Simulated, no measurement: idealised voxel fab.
process module | voxel lift off
cross-section cut | 295 nm wide | cells 5 nm
A cross-section is a grid of square cells, given in bands from the top down. A band is one or more rows of cells.
Each band's line starts with the height of the band's top and of its bottom, in nm. Then come its materials from left to right, each with its width in nm. One material with "throughout" fills the band from edge to edge. "air" is empty space.
Height 0 is the level under which the wafer as received is all one material. The lowest band goes on downwards, as in "0 down".
A width such as "30 to 40" changes by the same amount from each row of cells to the next, from the band's top row to its bottom row.
"no change" after a step means that no cell of the cross-section changed.
closed voids: empty space of 8 cells or more with no open way to the top, each as width x height at its distance from the left edge, in nm
after a step's settings: what the simulator itself notes on the step
overlay nm, on a step with a mask: how far to the right of its planned place the mask lay; to the left if negative
plan
1 op RECEIVE | material Si
2 op CONFORMAL_DEP | material Al2O3 | thk nm 5
3 op PATTERN | tone open | mask id LINES | material resist | width nm 20 | pitch nm 50 | thk nm 30 | overlay nm 0
4 op DIRECTIONAL_DEP | material Ru | thk nm 15
5 op STRIP | etch materials resist
6 op CONFORMAL_DEP | material SiCN | thk nm 5
varied across the wafers: width nm of step 3. The plan shows the first wafer's value. All wafers start alike
first wafer as received, after step 1
  0 down: Si throughout
  closed voids: none
first wafer at the end, after step 6
  25 to 20: air 105 | SiCN 30 | air 20 | SiCN 30 | air 110
  20 to 10: air 105 | SiCN 5 | Ru 20 | SiCN 5 | air 20 | SiCN 5 | Ru 20 | SiCN 5 | air 110
  10 to 5: SiCN 110 | Ru 20 | SiCN 30 | Ru 20 | SiCN 115
  5 to 0: Al2O3 throughout
  0 down: Si throughout
  closed voids: none
last wafer at the end
  25 to 20: air 100 | SiCN 45 | air 5 | SiCN 45 | air 100
  20 to 10: air 100 | SiCN 5 | Ru 35 | SiCN 5 | air 5 | SiCN 5 | Ru 35 | SiCN 5 | air 100
  10 to 5: SiCN 105 | Ru 35 | SiCN 15 | Ru 35 | SiCN 105
  5 to 0: Al2O3 throughout
  0 down: Si throughout
  closed voids: none
each wafer at the end: cells of each material gained (+) or lost (-) since it was received, then its closed voids
width nm 20 | +59 Al2O3 | +24 Ru | +71 SiCN | closed voids: none
width nm 25 | +59 Al2O3 | +30 Ru | +71 SiCN | closed voids: none
width nm 30 | +59 Al2O3 | +36 Ru | +71 SiCN | closed voids: none
width nm 35 | +59 Al2O3 | +42 Ru | +71 SiCN | closed voids: none
